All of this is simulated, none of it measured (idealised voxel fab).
Module name: voxel capacitor over wiring (process module)
Each square cell in cross-section cut measures 5 nm, and the section as a whole is 170 nm wide.
Each cross-section below is a grid of square cells, stated as bands in top-down order, with one or more rows of cells making up each band. Quick guide to a band line: top height, bottom height (nm) up front; then every material left to right with its width in nm. Only one material and it's marked "throughout"? Then it fills the band edge to edge. And "empty" just means empty space. The reference from which all heights are counted is 0, the level beneath which the as-received wafer is entirely one material; the lowest band, having no lower bound, proceeds downward and is written after the example "0 and below". The notation "30->40" denotes a width that varies across the rows of cells in the band, beginning at the first number in the top row, finishing at the second number in the bottom row, and changing by an identical amount from each row to the next. When a step is marked "no modification", none of the cells in the cross-section changed during that step. The entry "Closed-off voids" lists the empty spaces that cover at least 8 cells and have no open path to the top. Each is written as width x height at distance, where the distance is measured from the left edge and all three values are in nm. Post-settings text on a step line: simulator's own remark regarding the step. Each step line may optionally specify "overlay nm", which for a step with a mask gives the rightward distance between the mask's planned place and where it lay, a negative value indicating the leftward direction.

List of planned process steps:
- 1: RECEIVE | material Si
- 2: CONFORMAL_DEP | material SiO2 | thk nm 15
- 3: DIRECTIONAL_DEP | material TiN | thk nm 5
- 4: DIRECTIONAL_DEP | material W | thk nm 20
- 5: PATTERN | tone cover | mask id METAL_1 | material resist | width nm 20 | pitch nm 75 | thk nm 15 | overlay nm 0
- 6: DIRECTIONAL_ETCH | etch materials W | depth nm 20
- 7: DIRECTIONAL_ETCH | etch materials TiN | depth nm 5
- 8: STRIP | etch materials resist
- 9: CONFORMAL_DEP | material SiCN | thk nm 5
- 10: FILL_DEP | material lowk | thk nm 10
- 11: CMP | height nm 40
- 12: CONFORMAL_DEP | material SiCN | thk nm 5
- 13: DIRECTIONAL_DEP | material lowk | thk nm 20
- 14: MASKED_ETCH | tone open | mask id PLUG_1 | width nm 15 | etch materials lowk | depth nm 20 | overlay nm 0
- 15: MASKED_ETCH | tone open | mask id PLUG_1 | width nm 15 | etch materials SiCN | depth nm 5 | overlay nm 0
- 16: EPI | material Ru | thk nm 10
- 17: EPI | material Ru | thk nm 10
- 18: EPI | material Ru | thk nm 5
- 19: DIRECTIONAL_DEP | material TiN | thk nm 10
- 20: DIRECTIONAL_DEP | material SiN | thk nm 5
- 21: DIRECTIONAL_DEP | material TiN | thk nm 5
- 22: DIRECTIONAL_DEP | material aC | thk nm 15
- 23: PATTERN | tone cover | mask id UPPER_PLATE | material resist | width nm 60 | thk nm 30 | overlay nm 0
- 24: DIRECTIONAL_ETCH | etch materials aC | depth nm 15
- 25: STRIP | etch materials resist
- 26: DIRECTIONAL_ETCH | etch materials TiN | depth nm 5
- 27: DIRECTIONAL_ETCH | etch materials SiN | depth nm 5
- 28: STRIP | etch materials aC
- 29: DIRECTIONAL_DEP | material aC | thk nm 15
- 30: PATTERN | tone cover | mask id LOWER_PLATE | material resist | width nm 70 | thk nm 30 | overlay nm 0
- 31: DIRECTIONAL_ETCH | etch materials aC | depth nm 15
- 32: STRIP | etch materials resist
- 33: DIRECTIONAL_ETCH | etch materials TiN | depth nm 10
- 34: STRIP | etch materials aC
- 35: FILL_DEP | material SiO2 | thk nm 20
- 36: CMP | height nm 100
- 37: MASKED_ETCH | tone open | mask id PLUG_2 | width nm 15 | etch materials SiO2 | depth nm 15 | overlay nm -15
- 38: CONFORMAL_DEP | material TiN | thk nm 5
- 39: FILL_DEP | material W | thk nm 5
- 40: CMP | height nm 100
- 41: CONFORMAL_DEP | material SiCN | thk nm 5
Split variable: overlay nm, step 37. Plan value = first wafer. Wafers start alike.

Cross-section, first of several wafers, as delivered after step 1:
    0 and below  Si throughout
    Closed-off voids: none

Below: a row per wafer. Contents at end of module: for every material, cells gained since receipt (+) or lost since receipt (-); then closed voids:
overlay nm -15; +15 Ru; +107 SiCN; +12 SiN; +279 SiO2; +55 TiN; +34 W; +212 lowk; Closed-off voids: none
overlay nm -10; +15 Ru; +107 SiCN; +12 SiN; +279 SiO2; +55 TiN; +34 W; +212 lowk; Closed-off voids: none
overlay nm -5; +15 Ru; +107 SiCN; +12 SiN; +279 SiO2; +55 TiN; +34 W; +212 lowk; Closed-off voids: none
overlay nm 0; +15 Ru; +107 SiCN; +12 SiN; +279 SiO2; +55 TiN; +34 W; +212 lowk; Closed-off voids: none
overlay nm 5; +15 Ru; +107 SiCN; +12 SiN; +279 SiO2; +55 TiN; +34 W; +212 lowk; Closed-off voids: none
overlay nm 10; +15 Ru; +107 SiCN; +12 SiN; +279 SiO2; +55 TiN; +34 W; +212 lowk; Closed-off voids: none
overlay nm 15; +15 Ru; +107 SiCN; +12 SiN; +279 SiO2; +55 TiN; +34 W; +212 lowk; Closed-off voids: none
